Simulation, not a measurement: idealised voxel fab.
Title: Process Module voxel ribs on slabs
It is cross-section cut that appears here, measuring 240 nm in width, its square cells being 5 nm in size.
This document writes a cross-section as a grid whose cells are square, and gives it as bands, listed from the top down; one or more rows of cells form a band. Band: top and bottom heights (nm) first, top before bottom; then materials from left to right, widths in nm. "full width" marks a sole material filling the band edge to edge. "air" denotes empty space. Note: height 0 marks the level under which the wafer is uniformly one material as received. Lowest band unbounded below, written "0 -> down". A width given as "30 to 40" starts at the first number in the band's top row and ends at the second number in its bottom row, shifting by an equal amount at every step from row to row. Where a step carries "changes: none", the cross-section came out of it unchanged, cell for cell. Listed in "Closed void catalog": every empty space of 8 or more cells without an open way to the top. Form: width x height at distance, the distance being from the left edge, all in nm. Text after the settings on a step's line: the simulator's own remark on that step. overlay nm: right-of-plan distance of the mask on a masked step; negative values mean left-of-plan.
The process steps that were planned are listed below
1. RECEIVE: material Si
2. DIRECTIONAL_DEP: material SiO2, thk nm 20
3. DIRECTIONAL_DEP: material SiN, thk nm 20
4. MASKED_ETCH: tone cover, mask id RIB, width nm 20, etch materials SiN, depth nm 5, overlay nm 0
5. DIRECTIONAL_DEP: material aC, thk nm 10
6. PATTERN: tone cover, mask id SLAB, material resist, width nm 60, thk nm 25, overlay nm 0
7. DIRECTIONAL_ETCH: etch materials aC, depth nm 10
8. STRIP: etch materials resist
9. DIRECTIONAL_ETCH: etch materials SiN, depth nm 15
10. STRIP: etch materials aC
11. FILL_DEP: material SiO2, thk nm 25
12. CMP: height nm 55
13. DIRECTIONAL_DEP: material W, thk nm 5
14. DIRECTIONAL_DEP: material aC, thk nm 15
15. PATTERN: tone cover, mask id HEATER, material resist, width nm 30, thk nm 30, overlay nm 0
16. DIRECTIONAL_ETCH: etch materials aC, depth nm 15
17. STRIP: etch materials resist
18. DIRECTIONAL_ETCH: etch materials W, depth nm 5
19. STRIP: etch materials aC
20. CONFORMAL_DEP: material SiO2, thk nm 5
This is the cross-section of the wafer as we received it, i.e. after step 1
- 0 -> down = Si full width
- Closed void catalog: none
What the wafer looks like in cross-section after this module, when it starts as shown above and follows the plan above but one mistake is made in running it
- 60 -> 55 = 105 of air | 30 of W | 105 of air
- 55 -> 40 = SiO2 full width
- 40 -> 35 = 110 of SiO2 | 20 of SiN | 110 of SiO2
- 35 -> 20 = 90 of SiO2 | 60 of SiN | 90 of SiO2
- 20 -> 0 = SiO2 full width
- 0 -> down = Si full width
- Closed void catalog: none
Heads up, the wafer didn't run the way we planned it: plan step 20 was not performed, having been skipped
